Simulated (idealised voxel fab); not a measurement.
Process module heading - voxel lift off
Each square cell in cross-section cut measures 5 nm, and the section as a whole is 265 nm wide.
Throughout this document, each cross-section is represented as a grid of square cells and is presented as a sequence of bands enumerated from the top downward, where a band comprises one or more rows of cells.
Within each band entry, the heights of the top and of the bottom of the band appear first, in that order and in nm; the materials of the band then follow from left to right, each with its corresponding width in nm. The designation "all across" on a single material indicates that it fills the band from edge to edge; the designation "empty" indicates empty space.
Zero point of the height axis is 0; under it, received wafer = one material. Lowest band: continues down indefinitely, "top 0, no bottom".
The width entry "30..40" should be interpreted row by row: the top row of cells in the band takes the first number, the bottom row takes the second number, and the change between adjacent rows is uniform throughout.
What does "nothing was modified" mean for a step? It means no cell of the cross-section changed in that step.
"Unvented voids": sealed empty spaces, 8 cells or more, no open way to top, listed width x height at distance, with distance from the left edge and width, height and distance in nm.
Past the settings on a step's line: simulator remark, on that step.
"overlay nm" denotes, for a step that has a mask, the displacement of the mask to the right of its planned place, with negative values corresponding to the left.
**Process steps - plan**
| 1 | RECEIVE,material Si |
| 2 | CONFORMAL_DEP,material SiO2,thk nm 5 |
| 3 | PATTERN,tone open,mask id LINES,material resist,width nm 30,pitch nm 50,thk nm 25,overlay nm 0 |
| 4 | DIRECTIONAL_DEP,material Ru,thk nm 15 |
| 5 | STRIP,etch materials resist |
| 6 | CONFORMAL_DEP,material SiN,thk nm 5 |
**Concerning the first of two wafers, which was run in accordance with the plan**
**Wafer cross-section on receipt, i.e. after step 1**
* top 0, no bottom = Si all across
* Unvented voids: none
**after step 2**
* top 5, bottom 0 = SiO2 all across
* Under the height 0 nothing was changed.
**after step 3**
* top 30, bottom 5 = resist 65; empty 30; resist 20; empty 30; resist 20; empty 30; resist 70
* Under the height 5 nothing was changed.
**after step 4**
* top 45, bottom 30 = Ru 65; empty 30; Ru 20; empty 30; Ru 20; empty 30; Ru 70
* top 30, bottom 20 = resist 65; empty 30; resist 20; empty 30; resist 20; empty 30; resist 70
* top 20, bottom 5 = resist 65; Ru 30; resist 20; Ru 30; resist 20; Ru 30; resist 70
* Under the height 5 nothing was changed.
**after step 5**
* top 20, bottom 5 = empty 65; Ru 30; empty 20; Ru 30; empty 20; Ru 30; empty 70
* Under the height 5 nothing was changed.
**after step 6**
* top 25, bottom 20 = empty 60; SiN 40; empty 10; SiN 40; empty 10; SiN 40; empty 65
* top 20, bottom 10 = empty 60; SiN 5; Ru 30; SiN 5; empty 10; SiN 5; Ru 30; SiN 5; empty 10; SiN 5; Ru 30; SiN 5; empty 65
* top 10, bottom 5 = SiN 65; Ru 30; SiN 20; Ru 30; SiN 20; Ru 30; SiN 70
* Under the height 5 nothing was changed.
**Regarding the second of the two wafers: it shared the first wafer's starting condition and process plan, yet one error occurred during its execution. Its history coincides with that of the first wafer up to and including step 3**
X-section, second wafer, when step 4 was due to finish: nothing was modified
**X-section, second wafer, when step 5 was due to finish**
* top 5, bottom 0 = SiO2 all across
* Under the height 0 nothing was changed.
**X-section, second wafer, when step 6 was due to finish**
* top 10, bottom 5 = SiN all across
* Under the height 5 nothing was changed.
Heads up, the wafer didn't run the way we planned it: step 4 of the plan was jumped over and never run
End of process, cell counts, second wafer against first, materials with more or fewer: Ru: 54 fewer | SiN: 18 fewer
